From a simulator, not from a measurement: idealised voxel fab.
The process module that follows is named voxel fin reveal.
Section cut is 275 nm wide and gridded with 5 nm square cells.
A cross-section is a grid of square cells, given in bands from the top down. A band is one or more rows of cells. First you get the band's top height and its bottom height, in nm, and then the materials it's made of, left to right, with each width in nm. If you see a single material with "edge to edge", that one covers the band edge to edge. "blank" is empty space. A quick word on heights: they are counted from 0, and under that level the wafer as it came to us is one material throughout. The lowest band is different from the rest in having no bottom; it simply continues downward, written as in "z 0 and below". Quick explanation for "30 to 40": the width changes in equal steps down the rows of cells, from the first number in the band's top row to the second number in its bottom row. It should be understood that the words "all unchanged", when stated for a given step, signify that the cross-section underwent no change in any of its cells during that step. If an empty space has no open way to the top and is at least 8 cells in size, "Listed closed voids" lists it, written width x height at distance, where distance is measured from the left edge and every value is in nm. Anything after a step's settings on that line? It's the simulator's own note about the step. Each step line may optionally specify "overlay nm", which for a step with a mask gives the rightward distance between the mask's planned place and where it lay, a negative value indicating the leftward direction.

PROCESS STEPS FORESEEN IN THE PLAN
1. RECEIVE,material Si
2. CONFORMAL_DEP,material SiN,thk nm 5
3. PATTERN,tone cover,mask id FINS,material resist,width nm 15,pitch nm 35,thk nm 15,overlay nm 0
4. DIRECTIONAL_ETCH,etch materials SiN,depth nm 5
5. DIRECTIONAL_ETCH,etch materials Si,depth nm 40
6. STRIP,etch materials resist
7. FILL_DEP,material SiO2,thk nm 10
8. CMP,height nm 5
9. SELECTIVE_ETCH,etch materials SiO2,depth nm 25
10. STRIP,etch materials SiN
11. CONFORMAL_DEP,material HfO2,thk nm 5

FIRST OF TWO WAFERS, PROCESSED ACCORDING TO PLAN

CROSS-SECTION OF THE WAFER AS IT CAME TO US, I.E., ALREADY THROUGH STEP 1
* z 0 and below | Si edge to edge
* Listed closed voids: none

THE WAFER, SEEN IN CROSS-SECTION, AFTER STEP 2
* z 5 to 0 | SiN edge to edge
* Below 0, the layers are the same as they were.

THE WAFER, SEEN IN CROSS-SECTION, AFTER STEP 3
* z 20 to 5 | blank 75; resist 15; blank 20; resist 15; blank 20; resist 15; blank 20; resist 15; blank 80
* Below 5, the layers are the same as they were.

THE WAFER, SEEN IN CROSS-SECTION, AFTER STEP 4
* z 20 to 5 | blank 75; resist 15; blank 20; resist 15; blank 20; resist 15; blank 20; resist 15; blank 80
* z 5 to 0 | blank 75; SiN 15; blank 20; SiN 15; blank 20; SiN 15; blank 20; SiN 15; blank 80
* Below 0, the layers are the same as they were.

THE WAFER, SEEN IN CROSS-SECTION, AFTER STEP 5
* z 20 to 5 | blank 75; resist 15; blank 20; resist 15; blank 20; resist 15; blank 20; resist 15; blank 80
* z 5 to 0 | blank 75; SiN 15; blank 20; SiN 15; blank 20; SiN 15; blank 20; SiN 15; blank 80
* z 0 to -40 | blank 75; Si 15; blank 20; Si 15; blank 20; Si 15; blank 20; Si 15; blank 80
* Below -40, the layers are the same as they were.

THE WAFER, SEEN IN CROSS-SECTION, AFTER STEP 6
* z 5 to 0 | blank 75; SiN 15; blank 20; SiN 15; blank 20; SiN 15; blank 20; SiN 15; blank 80
* Below 0, the layers are the same as they were.

THE WAFER, SEEN IN CROSS-SECTION, AFTER STEP 7
* z 15 to 5 | SiO2 edge to edge
* z 5 to 0 | SiO2 75; SiN 15; SiO2 20; SiN 15; SiO2 20; SiN 15; SiO2 20; SiN 15; SiO2 80
* z 0 to -40 | SiO2 75; Si 15; SiO2 20; Si 15; SiO2 20; Si 15; SiO2 20; Si 15; SiO2 80
* Below -40, the layers are the same as they were.

THE WAFER, SEEN IN CROSS-SECTION, AFTER STEP 8
* z 5 to 0 | SiO2 75; SiN 15; SiO2 20; SiN 15; SiO2 20; SiN 15; SiO2 20; SiN 15; SiO2 80
* Below 0, the layers are the same as they were.

THE WAFER, SEEN IN CROSS-SECTION, AFTER STEP 9
* z 5 to 0 | blank 75; SiN 15; blank 20; SiN 15; blank 20; SiN 15; blank 20; SiN 15; blank 80
* z 0 to -20 | blank 75; Si 15; blank 20; Si 15; blank 20; Si 15; blank 20; Si 15; blank 80
* Below -20, the layers are the same as they were.

THE WAFER, SEEN IN CROSS-SECTION, AFTER STEP 10
* z 0 to -20 | blank 75; Si 15; blank 20; Si 15; blank 20; Si 15; blank 20; Si 15; blank 80
* Below -20, the layers are the same as they were.

THE WAFER, SEEN IN CROSS-SECTION, AFTER STEP 11
* z 5 to 0 | blank 70; HfO2 25; blank 10; HfO2 25; blank 10; HfO2 25; blank 10; HfO2 25; blank 75
* z 0 to -15 | blank 70; HfO2 5; Si 15; HfO2 5; blank 10; HfO2 5; Si 15; HfO2 5; blank 10; HfO2 5; Si 15; HfO2 5; blank 10; HfO2 5; Si 15; HfO2 5; blank 75
* z -15 to -20 | HfO2 75; Si 15; HfO2 20; Si 15; HfO2 20; Si 15; HfO2 20; Si 15; HfO2 80
* Below -20, the layers are the same as they were.

THE REMAINING WAFER, SECOND OF THE TWO, STARTED LIKE THE FIRST AND WAS RUN TO THE SAME PLAN, EXCEPT THAT ONE MISTAKE WAS MADE ALONG THE WAY; THE TWO COINCIDE THROUGH STEP 10, INCLUSIVE

CROSS-SECTION: SECOND WAFER, TIME AT WHICH STEP 11 WAS SCHEDULED TO END
* z 5 to 0 | blank 70; SiO2 25; blank 10; SiO2 25; blank 10; SiO2 25; blank 10; SiO2 25; blank 75
* z 0 to -15 | blank 70; SiO2 5; Si 15; SiO2 5; blank 10; SiO2 5; Si 15; SiO2 5; blank 10; SiO2 5; Si 15; SiO2 5; blank 10; SiO2 5; Si 15; SiO2 5; blank 75
* z -15 to -40 | SiO2 75; Si 15; SiO2 20; Si 15; SiO2 20; Si 15; SiO2 20; Si 15; SiO2 80
* Below -40, the layers are the same as they were.
Where did the run depart from the plan? step 11 was not run as planned; what actually ran was CONFORMAL_DEP,material SiO2,thk nm 5
Materials where the second wafer ends with more or fewer cells than the first: HfO2: 87 fewer; SiO2: 87 more
